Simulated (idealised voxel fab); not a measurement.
Presented below is a process module, voxel wiring stack.
cross-section cut | 250 nm wide | cells 5 nm
Just so we're on the same page, the cross-sections are grids of square cells, and they're listed out in bands top to bottom, each band one or more rows deep.
Top, bottom (nm), then materials left to right with widths (nm); lone material tagged "edge to edge" fills the whole band edge to edge; "blank" = empty space.
For the purposes of this specification, 0 denotes the height below which the wafer in its as-received condition is composed wholly of one material, and the lowermost band, lacking a lower limit, extends downward without end, as expressed in "0..down".
Graded width ("30->40"): value in top row of band = first number; value in bottom row = second number; row-to-row change constant.
For the purposes of this document, the phrase "no change occurred" attached to a step denotes that no cell within the cross-section was modified by that step.
In the "Completely enclosed voids" entry, you get each enclosed empty space of 8 cells or more, one with no open way to the top, written width x height at distance, distance from the left edge, in nm.
It should be noted that, on the line of a given step, the content following the step's settings is a remark produced by the simulator itself with respect to that step.
Steps that use a mask can have "overlay nm" on their line. It says how far the mask sat to the right of where it was meant to be. Negative means to the left.

# The steps planned for the process are as follows
step 1: op RECEIVE | material Si
step 2: op CONFORMAL_DEP | material SiO2 | thk nm 15
step 3: op CONFORMAL_DEP | material SiN | thk nm 5
step 4: op DIRECTIONAL_DEP | material SiO2 | thk nm 15
step 5: op DIRECTIONAL_DEP | material aC | thk nm 15
step 6: op PATTERN | tone open | mask id METAL_1 | material resist | width nm 30 | pitch nm 60 | thk nm 30 | overlay nm 0
step 7: op DIRECTIONAL_ETCH | etch materials aC | depth nm 15
step 8: op STRIP | etch materials resist
step 9: op DIRECTIONAL_ETCH | etch materials SiO2 | depth nm 15
step 10: op DIRECTIONAL_ETCH | etch materials SiN | depth nm 5
step 11: op STRIP | etch materials aC
step 12: op CONFORMAL_DEP | material TiN | thk nm 5
step 13: op FILL_DEP | material Cu | thk nm 10
step 14: op CMP | height nm 35
step 15: op EPI | material Ru | thk nm 5
step 16: op FILL_DEP | material SiCN | thk nm 5
step 17: op DIRECTIONAL_DEP | material SiO2 | thk nm 10
step 18: op DIRECTIONAL_DEP | material aC | thk nm 15
step 19: op PATTERN | tone open | mask id PLUG_1 | material resist | width nm 15 | pitch nm 60 | thk nm 30 | overlay nm 0
step 20: op DIRECTIONAL_ETCH | etch materials aC | depth nm 15
step 21: op STRIP | etch materials resist
step 22: op DIRECTIONAL_ETCH | etch materials SiO2 | depth nm 10
step 23: op DIRECTIONAL_ETCH | etch materials SiCN | depth nm 5
step 24: op STRIP | etch materials aC
step 25: op EPI | material Ru | thk nm 10
step 26: op EPI | material Ru | thk nm 5
step 27: op CONFORMAL_DEP | material SiCN | thk nm 5
step 28: op DIRECTIONAL_DEP | material lowk | thk nm 20
step 29: op DIRECTIONAL_DEP | material aC | thk nm 15
step 30: op PATTERN | tone open | mask id METAL_2 | material resist | width nm 30 | pitch nm 60 | thk nm 30 | overlay nm 0
step 31: op DIRECTIONAL_ETCH | etch materials aC | depth nm 15
step 32: op STRIP | etch materials resist
step 33: op DIRECTIONAL_ETCH | etch materials lowk | depth nm 20
step 34: op DIRECTIONAL_ETCH | etch materials SiCN | depth nm 5
step 35: op STRIP | etch materials aC
step 36: op CONFORMAL_DEP | material TiN | thk nm 5
step 37: op FILL_DEP | material W | thk nm 10
step 38: op CMP | height nm 80
step 39: op CONFORMAL_DEP | material SiCN | thk nm 5
step 40: op DIRECTIONAL_DEP | material SiO2 | thk nm 30
step 41: op DIRECTIONAL_DEP | material aC | thk nm 15
step 42: op PATTERN | tone open | mask id METAL_3_HOLES | material resist | width nm 15 | pitch nm 60 | thk nm 35 | overlay nm 0
step 43: op DIRECTIONAL_ETCH | etch materials aC | depth nm 15
step 44: op STRIP | etch materials resist
step 45: op DIRECTIONAL_ETCH | etch materials SiO2 | depth nm 30
step 46: op STRIP | etch materials aC
step 47: op MASKED_ETCH | tone open | mask id METAL_3 | width nm 30 | pitch nm 60 | etch materials SiO2 | depth nm 15 | overlay nm 0
step 48: op MASKED_ETCH | tone open | mask id METAL_3 | width nm 30 | pitch nm 60 | etch materials SiCN | depth nm 5 | overlay nm 0
step 49: op CONFORMAL_DEP | material TiN | thk nm 5
step 50: op FILL_DEP | material Ru | thk nm 10
step 51: op CMP | height nm 115
step 52: op CONFORMAL_DEP | material SiCN | thk nm 5
step 53: op DIRECTIONAL_DEP | material lowk | thk nm 25
step 54: op PATTERN | tone open | mask id METAL_4_HOLES | material resist | width nm 15 | thk nm 15 | overlay nm 0
step 55: op DIRECTIONAL_ETCH | etch materials lowk | depth nm 25
step 56: op STRIP | etch materials resist
step 57: op MASKED_ETCH | tone open | mask id METAL_4 | width nm 30 | pitch nm 60 | etch materials lowk | depth nm 15 | overlay nm 0
step 58: op MASKED_ETCH | tone open | mask id METAL_4 | width nm 30 | pitch nm 60 | etch materials SiCN | depth nm 5 | overlay nm 0
step 59: op CONFORMAL_DEP | material TiN | thk nm 5
step 60: op FILL_DEP | material Cu | thk nm 10
step 61: op CMP | height nm 145
step 62: op CONFORMAL_DEP | material SiCN | thk nm 5

# First of two wafers: run as planned

# Incoming wafer in cross-section (state: after step 1)
* 0..down = Si edge to edge
* Completely enclosed voids: none

# Step 2 done - wafer cross-section
* 15..0 = SiO2 edge to edge
* Below 0, the layers are the same as they were.

# Step 3 done - wafer cross-section
* 20..15 = SiN edge to edge
* Below 15, the layers are the same as they were.

# Step 4 done - wafer cross-section
* 35..20 = SiO2 edge to edge
* Below 20, the layers are the same as they were.

# Step 5 done - wafer cross-section
* 50..35 = aC edge to edge
* Below 35, the layers are the same as they were.

# Step 6 done - wafer cross-section
* 80..50 = resist (80), blank (30), resist (30), blank (30), resist (80)
* Below 50, the layers are the same as they were.

# Step 7 done - wafer cross-section
* 65..50 = resist (80), blank (30), resist (30), blank (30), resist (80)
* 50..35 = aC (80), blank (30), aC (30), blank (30), aC (80)
* Below 35, the layers are the same as they were.

# Step 8 done - wafer cross-section
* 50..35 = aC (80), blank (30), aC (30), blank (30), aC (80)
* Below 35, the layers are the same as they were.

# Step 9 done - wafer cross-section
* 50..35 = aC (80), blank (30), aC (30), blank (30), aC (80)
* 35..20 = SiO2 (80), blank (30), SiO2 (30), blank (30), SiO2 (80)
* Below 20, the layers are the same as they were.

# Step 10 done - wafer cross-section
* 50..35 = aC (80), blank (30), aC (30), blank (30), aC (80)
* 35..20 = SiO2 (80), blank (30), SiO2 (30), blank (30), SiO2 (80)
* 20..15 = SiN (80), blank (30), SiN (30), blank (30), SiN (80)
* Below 15, the layers are the same as they were.

# Step 11 done - wafer cross-section
* 35..20 = SiO2 (80), blank (30), SiO2 (30), blank (30), SiO2 (80)
* Below 20, the layers are the same as they were.

# Step 12 done - wafer cross-section
* 40..35 = TiN (85), blank (20), TiN (40), blank (20), TiN (85)
* 35..20 = SiO2 (80), TiN (5), blank (20), TiN (5), SiO2 (30), TiN (5), blank (20), TiN (5), SiO2 (80)
* 20..15 = SiN (80), TiN (30), SiN (30), TiN (30), SiN (80)
* Below 15, the layers are the same as they were.

# Step 13 done - wafer cross-section
* 50..40 = Cu edge to edge
* 40..35 = TiN (85), Cu (20), TiN (40), Cu (20), TiN (85)
* 35..20 = SiO2 (80), TiN (5), Cu (20), TiN (5), SiO2 (30), TiN (5), Cu (20), TiN (5), SiO2 (80)
* Below 20, the layers are the same as they were.

# Step 14 done - wafer cross-section
* 35..20 = SiO2 (80), TiN (5), Cu (20), TiN (5), SiO2 (30), TiN (5), Cu (20), TiN (5), SiO2 (80)
* Below 20, the layers are the same as they were.

# Step 15 done - wafer cross-section
* 40..35 = blank (75), Ru (40), blank (20), Ru (40), blank (75)
* Below 35, the layers are the same as they were.

# Step 16 done - wafer cross-section
* 45..40 = SiCN edge to edge
* 40..35 = SiCN (75), Ru (40), SiCN (20), Ru (40), SiCN (75)
* Below 35, the layers are the same as they were.

# Step 17 done - wafer cross-section
* 55..45 = SiO2 edge to edge
* Below 45, the layers are the same as they were.

# Step 18 done - wafer cross-section
* 70..55 = aC edge to edge
* Below 55, the layers are the same as they were.

# Step 19 done - wafer cross-section
* 100..70 = resist (80), blank (15), resist (45), blank (15), resist (95)
* Below 70, the layers are the same as they were.

# Step 20 done - wafer cross-section
* 85..70 = resist (80), blank (15), resist (45), blank (15), resist (95)
* 70..55 = aC (80), blank (15), aC (45), blank (15), aC (95)
* Below 55, the layers are the same as they were.

# Step 21 done - wafer cross-section
* 70..55 = aC (80), blank (15), aC (45), blank (15), aC (95)
* Below 55, the layers are the same as they were.

# Step 22 done - wafer cross-section
* 70..55 = aC (80), blank (15), aC (45), blank (15), aC (95)
* 55..45 = SiO2 (80), blank (15), SiO2 (45), blank (15), SiO2 (95)
* Below 45, the layers are the same as they were.

# Step 23 done - wafer cross-section
* 70..55 = aC (80), blank (15), aC (45), blank (15), aC (95)
* 55..45 = SiO2 (80), blank (15), SiO2 (45), blank (15), SiO2 (95)
* 45..40 = SiCN (80), blank (15), SiCN (45), blank (15), SiCN (95)
* Below 40, the layers are the same as they were.

# Step 24 done - wafer cross-section
* 55..45 = SiO2 (80), blank (15), SiO2 (45), blank (15), SiO2 (95)
* Below 45, the layers are the same as they were.

# Step 25 done - wafer cross-section
* 55..50 = SiO2 (80), blank (15), SiO2 (45), blank (15), SiO2 (95)
* 50..45 = SiO2 (80), Ru (15), SiO2 (45), Ru (15), SiO2 (95)
* 45..35 = SiCN (80->75), Ru (15->40), SiCN (45->20), Ru (15->40), SiCN (95->75)
* Below 35, the layers are the same as they were.

# Step 26 done - wafer cross-section
* 55..45 = SiO2 (80), Ru (15), SiO2 (45), Ru (15), SiO2 (95)
* Below 45, the layers are the same as they were.

# Step 27 done - wafer cross-section
* 60..55 = SiCN edge to edge
* Below 55, the layers are the same as they were.

# Step 28 done - wafer cross-section
* 80..60 = lowk edge to edge
* Below 60, the layers are the same as they were.

# Step 29 done - wafer cross-section
* 95..80 = aC edge to edge
* Below 80, the layers are the same as they were.

# Step 30 done - wafer cross-section
* 125..95 = resist (80), blank (30), resist (30), blank (30), resist (80)
* Below 95, the layers are the same as they were.

# Step 31 done - wafer cross-section
* 110..95 = resist (80), blank (30), resist (30), blank (30), resist (80)
* 95..80 = aC (80), blank (30), aC (30), blank (30), aC (80)
* Below 80, the layers are the same as they were.

# Step 32 done - wafer cross-section
* 95..80 = aC (80), blank (30), aC (30), blank (30), aC (80)
* Below 80, the layers are the same as they were.

# Step 33 done - wafer cross-section
* 95..80 = aC (80), blank (30), aC (30), blank (30), aC (80)
* 80..60 = lowk (80), blank (30), lowk (30), blank (30), lowk (80)
* Below 60, the layers are the same as they were.

# Step 34 done - wafer cross-section
* 95..80 = aC (80), blank (30), aC (30), blank (30), aC (80)
* 80..60 = lowk (80), blank (30), lowk (30), blank (30), lowk (80)
* 60..55 = SiCN (80), blank (30), SiCN (30), blank (30), SiCN (80)
* Below 55, the layers are the same as they were.

# Step 35 done - wafer cross-section
* 80..60 = lowk (80), blank (30), lowk (30), blank (30), lowk (80)
* Below 60, the layers are the same as they were.

# Step 36 done - wafer cross-section
* 85..80 = TiN (85), blank (20), TiN (40), blank (20), TiN (85)
* 80..60 = lowk (80), TiN (5), blank (20), TiN (5), lowk (30), TiN (5), blank (20), TiN (5), lowk (80)
* 60..55 = SiCN (80), TiN (30), SiCN (30), TiN (30), SiCN (80)
* Below 55, the layers are the same as they were.

# Step 37 done - wafer cross-section
* 95..85 = W edge to edge
* 85..80 = TiN (85), W (20), TiN (40), W (20), TiN (85)
* 80..60 = lowk (80), TiN (5), W (20), TiN (5), lowk (30), TiN (5), W (20), TiN (5), lowk (80)
* Below 60, the layers are the same as they were.

# Step 38 done - wafer cross-section
* 80..60 = lowk (80), TiN (5), W (20), TiN (5), lowk (30), TiN (5), W (20), TiN (5), lowk (80)
* Below 60, the layers are the same as they were.

# Step 39 done - wafer cross-section
* 85..80 = SiCN edge to edge
* Below 80, the layers are the same as they were.

# Step 40 done - wafer cross-section
* 115..85 = SiO2 edge to edge
* Below 85, the layers are the same as they were.

# Step 41 done - wafer cross-section
* 130..115 = aC edge to edge
* Below 115, the layers are the same as they were.

# Step 42 done - wafer cross-section
* 165..130 = resist (80), blank (15), resist (45), blank (15), resist (95)
* Below 130, the layers are the same as they were.

# Step 43 done - wafer cross-section
* 150..130 = resist (80), blank (15), resist (45), blank (15), resist (95)
* 130..115 = aC (80), blank (15), aC (45), blank (15), aC (95)
* Below 115, the layers are the same as they were.

# Step 44 done - wafer cross-section
* 130..115 = aC (80), blank (15), aC (45), blank (15), aC (95)
* Below 115, the layers are the same as they were.

# Step 45 done - wafer cross-section
* 130..115 = aC (80), blank (15), aC (45), blank (15), aC (95)
* 115..85 = SiO2 (80), blank (15), SiO2 (45), blank (15), SiO2 (95)
* Below 85, the layers are the same as they were.

# Step 46 done - wafer cross-section
* 115..85 = SiO2 (80), blank (15), SiO2 (45), blank (15), SiO2 (95)
* Below 85, the layers are the same as they were.

# Step 47 done - wafer cross-section
* 115..100 = SiO2 (80), blank (30), SiO2 (30), blank (30), SiO2 (80)
* Below 100, the layers are the same as they were.

# Step 48 done - wafer cross-section
* 115..100 = SiO2 (80), blank (30), SiO2 (30), blank (30), SiO2 (80)
* 100..85 = SiO2 (80), blank (15), SiO2 (45), blank (15), SiO2 (95)
* 85..80 = SiCN (80), blank (15), SiCN (45), blank (15), SiCN (95)
* Below 80, the layers are the same as they were.

# Step 49 done - wafer cross-section
* 120..115 = TiN (85), blank (20), TiN (40), blank (20), TiN (85)
* 115..105 = SiO2 (80), TiN (5), blank (20), TiN (5), SiO2 (30), TiN (5), blank (20), TiN (5), SiO2 (80)
* 105..100 = SiO2 (80), TiN (5), blank (5), TiN (20), SiO2 (30), TiN (5), blank (5), TiN (20), SiO2 (80)
* 100..85 = SiO2 (80), TiN (5), blank (5), TiN (5), SiO2 (45), TiN (5), blank (5), TiN (5), SiO2 (95)
* 85..80 = SiCN (80), TiN (15), SiCN (45), TiN (15), SiCN (95)
* Below 80, the layers are the same as they were.

# Step 50 done - wafer cross-section
* 130..120 = Ru edge to edge
* 120..115 = TiN (85), Ru (20), TiN (40), Ru (20), TiN (85)
* 115..105 = SiO2 (80), TiN (5), Ru (20), TiN (5), SiO2 (30), TiN (5), Ru (20), TiN (5), SiO2 (80)
* 105..100 = SiO2 (80), TiN (5), Ru (5), TiN (20), SiO2 (30), TiN (5), Ru (5), TiN (20), SiO2 (80)
* 100..85 = SiO2 (80), TiN (5), Ru (5), TiN (5), SiO2 (45), TiN (5), Ru (5), TiN (5), SiO2 (95)
* Below 85, the layers are the same as they were.

# Step 51 done - wafer cross-section
* 115..105 = SiO2 (80), TiN (5), Ru (20), TiN (5), SiO2 (30), TiN (5), Ru (20), TiN (5), SiO2 (80)
* Below 105, the layers are the same as they were.

# Step 52 done - wafer cross-section
* 120..115 = SiCN edge to edge
* Below 115, the layers are the same as they were.

# Step 53 done - wafer cross-section
* 145..120 = lowk edge to edge
* Below 120, the layers are the same as they were.

# Step 54 done - wafer cross-section
* 160..145 = resist (80), blank (15), resist (155)
* Below 145, the layers are the same as they were.

# Step 55 done - wafer cross-section
* 160..145 = resist (80), blank (15), resist (155)
* 145..120 = lowk (80), blank (15), lowk (155)
* Below 120, the layers are the same as they were.

# Step 56 done - wafer cross-section
* 145..120 = lowk (80), blank (15), lowk (155)
* Below 120, the layers are the same as they were.

# Step 57 done - wafer cross-section
* 145..130 = lowk (80), blank (30), lowk (30), blank (30), lowk (80)
* Below 130, the layers are the same as they were.

# Step 58 done - wafer cross-section
* 145..130 = lowk (80), blank (30), lowk (30), blank (30), lowk (80)
* 130..120 = lowk (80), blank (15), lowk (155)
* 120..115 = SiCN (80), blank (15), SiCN (155)
* Below 115, the layers are the same as they were.

# Step 59 done - wafer cross-section
* 150..145 = TiN (85), blank (20), TiN (40), blank (20), TiN (85)
* 145..135 = lowk (80), TiN (5), blank (20), TiN (5), lowk (30), TiN (5), blank (20), TiN (5), lowk (80)
* 135..130 = lowk (80), TiN (5), blank (5), TiN (20), lowk (30), TiN (30), lowk (80)
* 130..120 = lowk (80), TiN (5), blank (5), TiN (5), lowk (155)
* 120..115 = SiCN (80), TiN (15), SiCN (155)
* Below 115, the layers are the same as they were.

# Step 60 done - wafer cross-section
* 160..150 = Cu edge to edge
* 150..145 = TiN (85), Cu (20), TiN (40), Cu (20), TiN (85)
* 145..135 = lowk (80), TiN (5), Cu (20), TiN (5), lowk (30), TiN (5), Cu (20), TiN (5), lowk (80)
* 135..130 = lowk (80), TiN (5), Cu (5), TiN (20), lowk (30), TiN (30), lowk (80)
* 130..120 = lowk (80), TiN (5), Cu (5), TiN (5), lowk (155)
* Below 120, the layers are the same as they were.

# Step 61 done - wafer cross-section
* 145..135 = lowk (80), TiN (5), Cu (20), TiN (5), lowk (30), TiN (5), Cu (20), TiN (5), lowk (80)
* Below 135, the layers are the same as they were.

# Step 62 done - wafer cross-section
* 150..145 = SiCN edge to edge
* Below 145, the layers are the same as they were.

# Second wafer. Start and plan as for the first. One mistake made in running. Agrees with the first up to and including step 16

# At the planned end of step 17, the second wafer in cross-section
* 60..45 = SiO2 edge to edge
* Below 45, the layers are the same as they were.

# At the planned end of step 18, the second wafer in cross-section
* 75..60 = aC edge to edge
* Below 60, the layers are the same as they were.

# At the planned end of step 19, the second wafer in cross-section
* 105..75 = resist (80), blank (15), resist (45), blank (15), resist (95)
* Below 75, the layers are the same as they were.

# At the planned end of step 20, the second wafer in cross-section
* 90..75 = resist (80), blank (15), resist (45), blank (15), resist (95)
* 75..60 = aC (80), blank (15), aC (45), blank (15), aC (95)
* Below 60, the layers are the same as they were.

# At the planned end of step 21, the second wafer in cross-section
* 75..60 = aC (80), blank (15), aC (45), blank (15), aC (95)
* Below 60, the layers are the same as they were.

# At the planned end of step 22, the second wafer in cross-section
* 75..60 = aC (80), blank (15), aC (45), blank (15), aC (95)
* 60..50 = SiO2 (80), blank (15), SiO2 (45), blank (15), SiO2 (95)
* Below 50, the layers are the same as they were.

At the planned end of step 23, the second wafer in cross-section: no change occurred

# At the planned end of step 24, the second wafer in cross-section
* 60..50 = SiO2 (80), blank (15), SiO2 (45), blank (15), SiO2 (95)
* Below 50, the layers are the same as they were.

At the planned end of step 25, the second wafer in cross-section: no change occurred

At the planned end of step 26, the second wafer in cross-section: no change occurred

# At the planned end of step 27, the second wafer in cross-section
* 65..60 = SiCN (85), blank (5), SiCN (55), blank (5), SiCN (100)
* 60..55 = SiO2 (80), SiCN (5), blank (5), SiCN (5), SiO2 (45), SiCN (5), blank (5), SiCN (5), SiO2 (95)
* 55..50 = SiO2 (80), SiCN (15), SiO2 (45), SiCN (15), SiO2 (95)
* Below 50, the layers are the same as they were.

# At the planned end of step 28, the second wafer in cross-section
* 85..75 = lowk (85), blank (5), lowk (55), blank (5), lowk (100)
* 75..65 = lowk edge to edge
* 65..60 = SiCN (85), lowk (5), SiCN (55), lowk (5), SiCN (100)
* 60..55 = SiO2 (80), SiCN (5), lowk (5), SiCN (5), SiO2 (45), SiCN (5), lowk (5), SiCN (5), SiO2 (95)
* Below 55, the layers are the same as they were.

# At the planned end of step 29, the second wafer in cross-section
* 100..90 = aC (85), blank (5), aC (55), blank (5), aC (100)
* 90..85 = aC edge to edge
* 85..75 = lowk (85), aC (5), lowk (55), aC (5), lowk (100)
* Below 75, the layers are the same as they were.

# At the planned end of step 30, the second wafer in cross-section
* 130..100 = resist (80), blank (30), resist (30), blank (30), resist (80)
* Below 100, the layers are the same as they were.

# At the planned end of step 31, the second wafer in cross-section
* 115..100 = resist (80), blank (30), resist (30), blank (30), resist (80)
* 100..85 = aC (80), blank (30), aC (30), blank (30), aC (80)
* 85..75 = lowk (85), blank (5), lowk (55), blank (5), lowk (100)
* Below 75, the layers are the same as they were.

# At the planned end of step 32, the second wafer in cross-section
* 100..85 = aC (80), blank (30), aC (30), blank (30), aC (80)
* Below 85, the layers are the same as they were.

# At the planned end of step 33, the second wafer in cross-section
* 100..85 = aC (80), blank (30), aC (30), blank (30), aC (80)
* 85..65 = lowk (80), blank (30), lowk (30), blank (30), lowk (80)
* 65..60 = SiCN (85), blank (5), SiCN (55), blank (5), SiCN (100)
* 60..55 = SiO2 (80), SiCN (5), blank (5), SiCN (5), SiO2 (45), SiCN (5), blank (5), SiCN (5), SiO2 (95)
* Below 55, the layers are the same as they were.

# At the planned end of step 34, the second wafer in cross-section
* 100..85 = aC (80), blank (30), aC (30), blank (30), aC (80)
* 85..65 = lowk (80), blank (30), lowk (30), blank (30), lowk (80)
* 65..60 = SiCN (80), blank (30), SiCN (30), blank (30), SiCN (80)
* 60..50 = SiO2 (80), SiCN (5), blank (5), SiCN (5), SiO2 (45), SiCN (5), blank (5), SiCN (5), SiO2 (95)
* Below 50, the layers are the same as they were.

# At the planned end of step 35, the second wafer in cross-section
* 85..65 = lowk (80), blank (30), lowk (30), blank (30), lowk (80)
* Below 65, the layers are the same as they were.

# At the planned end of step 36, the second wafer in cross-section
* 90..85 = TiN (85), blank (20), TiN (40), blank (20), TiN (85)
* 85..65 = lowk (80), TiN (5), blank (20), TiN (5), lowk (30), TiN (5), blank (20), TiN (5), lowk (80)
* 65..60 = SiCN (80), TiN (30), SiCN (30), TiN (30), SiCN (80)
* 60..50 = SiO2 (80), SiCN (5), TiN (5), SiCN (5), SiO2 (45), SiCN (5), TiN (5), SiCN (5), SiO2 (95)
* Below 50, the layers are the same as they were.

# At the planned end of step 37, the second wafer in cross-section
* 100..90 = W edge to edge
* 90..85 = TiN (85), W (20), TiN (40), W (20), TiN (85)
* 85..65 = lowk (80), TiN (5), W (20), TiN (5), lowk (30), TiN (5), W (20), TiN (5), lowk (80)
* Below 65, the layers are the same as they were.

# At the planned end of step 38, the second wafer in cross-section
* 80..65 = lowk (80), TiN (5), W (20), TiN (5), lowk (30), TiN (5), W (20), TiN (5), lowk (80)
* Below 65, the layers are the same as they were.

# At the planned end of step 39, the second wafer in cross-section
* 85..80 = SiCN edge to edge
* Below 80, the layers are the same as they were.

# At the planned end of step 40, the second wafer in cross-section
* 115..85 = SiO2 edge to edge
* Below 85, the layers are the same as they were.

# At the planned end of step 41, the second wafer in cross-section
* 130..115 = aC edge to edge
* Below 115, the layers are the same as they were.

# At the planned end of step 42, the second wafer in cross-section
* 165..130 = resist (80), blank (15), resist (45), blank (15), resist (95)
* Below 130, the layers are the same as they were.

# At the planned end of step 43, the second wafer in cross-section
* 150..130 = resist (80), blank (15), resist (45), blank (15), resist (95)
* 130..115 = aC (80), blank (15), aC (45), blank (15), aC (95)
* Below 115, the layers are the same as they were.

# At the planned end of step 44, the second wafer in cross-section
* 130..115 = aC (80), blank (15), aC (45), blank (15), aC (95)
* Below 115, the layers are the same as they were.

# At the planned end of step 45, the second wafer in cross-section
* 130..115 = aC (80), blank (15), aC (45), blank (15), aC (95)
* 115..85 = SiO2 (80), blank (15), SiO2 (45), blank (15), SiO2 (95)
* Below 85, the layers are the same as they were.

# At the planned end of step 46, the second wafer in cross-section
* 115..85 = SiO2 (80), blank (15), SiO2 (45), blank (15), SiO2 (95)
* Below 85, the layers are the same as they were.

# At the planned end of step 47, the second wafer in cross-section
* 115..100 = SiO2 (80), blank (30), SiO2 (30), blank (30), SiO2 (80)
* Below 100, the layers are the same as they were.

# At the planned end of step 48, the second wafer in cross-section
* 115..100 = SiO2 (80), blank (30), SiO2 (30), blank (30), SiO2 (80)
* 100..85 = SiO2 (80), blank (15), SiO2 (45), blank (15), SiO2 (95)
* 85..80 = SiCN (80), blank (15), SiCN (45), blank (15), SiCN (95)
* Below 80, the layers are the same as they were.

# At the planned end of step 49, the second wafer in cross-section
* 120..115 = TiN (85), blank (20), TiN (40), blank (20), TiN (85)
* 115..105 = SiO2 (80), TiN (5), blank (20), TiN (5), SiO2 (30), TiN (5), blank (20), TiN (5), SiO2 (80)
* 105..100 = SiO2 (80), TiN (5), blank (5), TiN (20), SiO2 (30), TiN (5), blank (5), TiN (20), SiO2 (80)
* 100..85 = SiO2 (80), TiN (5), blank (5), TiN (5), SiO2 (45), TiN (5), blank (5), TiN (5), SiO2 (95)
* 85..80 = SiCN (80), TiN (15), SiCN (45), TiN (15), SiCN (95)
* Below 80, the layers are the same as they were.

# At the planned end of step 50, the second wafer in cross-section
* 130..120 = Ru edge to edge
* 120..115 = TiN (85), Ru (20), TiN (40), Ru (20), TiN (85)
* 115..105 = SiO2 (80), TiN (5), Ru (20), TiN (5), SiO2 (30), TiN (5), Ru (20), TiN (5), SiO2 (80)
* 105..100 = SiO2 (80), TiN (5), Ru (5), TiN (20), SiO2 (30), TiN (5), Ru (5), TiN (20), SiO2 (80)
* 100..85 = SiO2 (80), TiN (5), Ru (5), TiN (5), SiO2 (45), TiN (5), Ru (5), TiN (5), SiO2 (95)
* Below 85, the layers are the same as they were.

# At the planned end of step 51, the second wafer in cross-section
* 115..105 = SiO2 (80), TiN (5), Ru (20), TiN (5), SiO2 (30), TiN (5), Ru (20), TiN (5), SiO2 (80)
* Below 105, the layers are the same as they were.

# At the planned end of step 52, the second wafer in cross-section
* 120..115 = SiCN edge to edge
* Below 115, the layers are the same as they were.

# At the planned end of step 53, the second wafer in cross-section
* 145..120 = lowk edge to edge
* Below 120, the layers are the same as they were.

# At the planned end of step 54, the second wafer in cross-section
* 160..145 = resist (80), blank (15), resist (155)
* Below 145, the layers are the same as they were.

# At the planned end of step 55, the second wafer in cross-section
* 160..145 = resist (80), blank (15), resist (155)
* 145..120 = lowk (80), blank (15), lowk (155)
* Below 120, the layers are the same as they were.

# At the planned end of step 56, the second wafer in cross-section
* 145..120 = lowk (80), blank (15), lowk (155)
* Below 120, the layers are the same as they were.

# At the planned end of step 57, the second wafer in cross-section
* 145..130 = lowk (80), blank (30), lowk (30), blank (30), lowk (80)
* Below 130, the layers are the same as they were.

# At the planned end of step 58, the second wafer in cross-section
* 145..130 = lowk (80), blank (30), lowk (30), blank (30), lowk (80)
* 130..120 = lowk (80), blank (15), lowk (155)
* 120..115 = SiCN (80), blank (15), SiCN (155)
* Below 115, the layers are the same as they were.

# At the planned end of step 59, the second wafer in cross-section
* 150..145 = TiN (85), blank (20), TiN (40), blank (20), TiN (85)
* 145..135 = lowk (80), TiN (5), blank (20), TiN (5), lowk (30), TiN (5), blank (20), TiN (5), lowk (80)
* 135..130 = lowk (80), TiN (5), blank (5), TiN (20), lowk (30), TiN (30), lowk (80)
* 130..120 = lowk (80), TiN (5), blank (5), TiN (5), lowk (155)
* 120..115 = SiCN (80), TiN (15), SiCN (155)
* Below 115, the layers are the same as they were.

# At the planned end of step 60, the second wafer in cross-section
* 160..150 = Cu edge to edge
* 150..145 = TiN (85), Cu (20), TiN (40), Cu (20), TiN (85)
* 145..135 = lowk (80), TiN (5), Cu (20), TiN (5), lowk (30), TiN (5), Cu (20), TiN (5), lowk (80)
* 135..130 = lowk (80), TiN (5), Cu (5), TiN (20), lowk (30), TiN (30), lowk (80)
* 130..120 = lowk (80), TiN (5), Cu (5), TiN (5), lowk (155)
* Below 120, the layers are the same as they were.

# At the planned end of step 61, the second wafer in cross-section
* 145..135 = lowk (80), TiN (5), Cu (20), TiN (5), lowk (30), TiN (5), Cu (20), TiN (5), lowk (80)
* Below 135, the layers are the same as they were.

# At the planned end of step 62, the second wafer in cross-section
* 150..145 = SiCN edge to edge
* Below 145, the layers are the same as they were.
In executing the process, a mistake was made relative to the plan: step 17: run off-plan, actual operation and settings op DIRECTIONAL_DEP | material SiO2 | thk nm 15
The closing comparison, in cells, has the second wafer with more or fewer of some materials than the first: Ru -18 | SiCN +14 | SiO2 +50 | W -8 | lowk -38
